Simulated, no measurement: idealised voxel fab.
Herein follows the process module entitled voxel capacitor over wiring.
Section cut is 160 nm wide and gridded with 5 nm square cells.
Think of the cross-section as a grid of square cells. We describe it in bands, top to bottom, and each band covers one or more rows of those cells. Heights first: top, then bottom, in nm. Then materials, left to right, each with a width in nm. "edge to edge" on a single material: fills the band edge to edge. "blank": empty space. Heights are measured from 0, the level below which the as-received wafer is all one material; the lowest band has no bottom and continues downward, written as in "0 and below". The expression "30..40" gives the width at the extremes of the band, the first number at its top row of cells and the second at its bottom row, with the width changing by equal amounts from each row to the next in between. "no modification" -> step changed no cross-section cell. "Enclosed empty spaces" - sealed voids, min. 8 cells, no opening to top; format: width x height at distance (distance from left edge; nm throughout). Heads up: the bit after the settings on a step's line is the simulator's remark on that step. What "overlay nm" on a step's line means: if the step has a mask, that mask lay this far to the right of its planned place, or, when the value is negative, to the left.

### These are the steps we planned for the process
| 1 | RECEIVE | material Si |
| 2 | CONFORMAL_DEP | material SiO2 | thk nm 10 |
| 3 | DIRECTIONAL_DEP | material TiN | thk nm 5 |
| 4 | DIRECTIONAL_DEP | material Ru | thk nm 20 |
| 5 | PATTERN | tone cover | mask id METAL_1 | material resist | width nm 25 | pitch nm 75 | thk nm 15 | overlay nm 0 |
| 6 | DIRECTIONAL_ETCH | etch materials Ru | depth nm 20 |
| 7 | DIRECTIONAL_ETCH | etch materials TiN | depth nm 5 |
| 8 | STRIP | etch materials resist |
| 9 | CONFORMAL_DEP | material SiCN | thk nm 5 |
| 10 | FILL_DEP | material lowk | thk nm 10 |
| 11 | CMP | height nm 35 |
| 12 | CONFORMAL_DEP | material SiCN | thk nm 5 |
| 13 | DIRECTIONAL_DEP | material lowk | thk nm 10 |
| 14 | PATTERN | tone open | mask id PLUG_1 | material resist | width nm 15 | thk nm 15 | overlay nm 0 |
| 15 | DIRECTIONAL_ETCH | etch materials lowk | depth nm 10 |
| 16 | DIRECTIONAL_ETCH | etch materials SiCN | depth nm 5 |
| 17 | STRIP | etch materials resist |
| 18 | CONFORMAL_DEP | material TiN | thk nm 5 |
| 19 | FILL_DEP | material Cu | thk nm 5 |
| 20 | CMP | height nm 50 |
| 21 | DIRECTIONAL_DEP | material TiN | thk nm 5 |
| 22 | DIRECTIONAL_DEP | material Al2O3 | thk nm 5 |
| 23 | DIRECTIONAL_DEP | material TiN | thk nm 10 |
| 24 | MASKED_ETCH | tone cover | mask id UPPER_PLATE | width nm 55 | etch materials TiN | depth nm 10 | overlay nm 0 |
| 25 | MASKED_ETCH | tone cover | mask id UPPER_PLATE | width nm 55 | etch materials Al2O3 | depth nm 5 | overlay nm -15 |
| 26 | MASKED_ETCH | tone cover | mask id LOWER_PLATE | width nm 65 | etch materials TiN | depth nm 5 | overlay nm 0 |
| 27 | FILL_DEP | material SiO2 | thk nm 15 |
| 28 | CMP | height nm 80 |
| 29 | DIRECTIONAL_DEP | material aC | thk nm 15 |
| 30 | PATTERN | tone open | mask id PLUG_2 | material resist | width nm 15 | thk nm 35 | overlay nm 0 |
| 31 | DIRECTIONAL_ETCH | etch materials aC | depth nm 15 |
| 32 | STRIP | etch materials resist |
| 33 | DIRECTIONAL_ETCH | etch materials SiO2 | depth nm 10 |
| 34 | STRIP | etch materials aC |
| 35 | CONFORMAL_DEP | material TiN | thk nm 5 |
| 36 | FILL_DEP | material Cu | thk nm 10 |
| 37 | CMP | height nm 80 |
| 38 | CONFORMAL_DEP | material SiCN | thk nm 5 |
Across this set of wafers, the varied parameter is the overlay nm of step 25. Starting conditions are identical for every wafer, and the plan reports the value assigned to the first wafer.

### As-received cross-section, first of several wafers, post step 1
- 0 and below = Si edge to edge
- Enclosed empty spaces: none

### Module end state after final step 38: cross-section of the first of several wafers
- 85 down to 80 = SiCN edge to edge
- 80 down to 75 = 50 nm SiO2 / 5 nm TiN / 5 nm Cu / 5 nm TiN / 95 nm SiO2
- 75 down to 70 = 50 nm SiO2 / 15 nm TiN / 95 nm SiO2
- 70 down to 60 = 40 nm SiO2 / 55 nm TiN / 65 nm SiO2
- 60 down to 55 = 25 nm SiO2 / 70 nm Al2O3 / 65 nm SiO2
- 55 down to 50 = 25 nm SiO2 / 75 nm TiN / 60 nm SiO2
- 50 down to 40 = 40 nm lowk / 5 nm TiN / 5 nm Cu / 5 nm TiN / 105 nm lowk
- 40 down to 35 = 40 nm SiCN / 15 nm TiN / 105 nm SiCN
- 35 down to 15 = 25 nm lowk / 5 nm SiCN / 25 nm Ru / 5 nm SiCN / 40 nm lowk / 5 nm SiCN / 25 nm Ru / 5 nm SiCN / 25 nm lowk
- 15 down to 10 = 30 nm SiCN / 25 nm TiN / 50 nm SiCN / 25 nm TiN / 30 nm SiCN
- 10 down to 0 = SiO2 edge to edge
- 0 and below = Si edge to edge
- Enclosed empty spaces: none

### Last wafer, end of module, cross-section
- 85 down to 80 = SiCN edge to edge
- 80 down to 75 = 50 nm SiO2 / 5 nm TiN / 5 nm Cu / 5 nm TiN / 95 nm SiO2
- 75 down to 70 = 50 nm SiO2 / 15 nm TiN / 95 nm SiO2
- 70 down to 60 = 40 nm SiO2 / 55 nm TiN / 65 nm SiO2
- 60 down to 55 = 40 nm SiO2 / 70 nm Al2O3 / 50 nm SiO2
- 55 down to 50 = 35 nm SiO2 / 75 nm TiN / 50 nm SiO2
- 50 down to 40 = 40 nm lowk / 5 nm TiN / 5 nm Cu / 5 nm TiN / 105 nm lowk
- 40 down to 35 = 40 nm SiCN / 15 nm TiN / 105 nm SiCN
- 35 down to 15 = 25 nm lowk / 5 nm SiCN / 25 nm Ru / 5 nm SiCN / 40 nm lowk / 5 nm SiCN / 25 nm Ru / 5 nm SiCN / 25 nm lowk
- 15 down to 10 = 30 nm SiCN / 25 nm TiN / 50 nm SiCN / 25 nm TiN / 30 nm SiCN
- 10 down to 0 = SiO2 edge to edge
- 0 and below = Si edge to edge
- Enclosed empty spaces: none

### Tabulated below, wafer by wafer, are the end-of-module results: for each material, the number of cells gained (+) or lost (-) relative to the as-received state, followed by the closed voids
overlay nm -15 | +14 Al2O3 | +3 Cu | +40 Ru | +99 SiCN | +199 SiO2 | +59 TiN | +130 lowk | Enclosed empty spaces: none
overlay nm -10 | +13 Al2O3 | +3 Cu | +40 Ru | +99 SiCN | +201 SiO2 | +58 TiN | +130 lowk | Enclosed empty spaces: none
overlay nm -5 | +12 Al2O3 | +3 Cu | +40 Ru | +99 SiCN | +203 SiO2 | +57 TiN | +130 lowk | Enclosed empty spaces: none
overlay nm 0 | +11 Al2O3 | +3 Cu | +40 Ru | +99 SiCN | +204 SiO2 | +57 TiN | +130 lowk | Enclosed empty spaces: none
overlay nm 5 | +12 Al2O3 | +3 Cu | +40 Ru | +99 SiCN | +203 SiO2 | +57 TiN | +130 lowk | Enclosed empty spaces: none
overlay nm 10 | +13 Al2O3 | +3 Cu | +40 Ru | +99 SiCN | +201 SiO2 | +58 TiN | +130 lowk | Enclosed empty spaces: none
overlay nm 15 | +14 Al2O3 | +3 Cu | +40 Ru | +99 SiCN | +199 SiO2 | +59 TiN | +130 lowk | Enclosed empty spaces: none
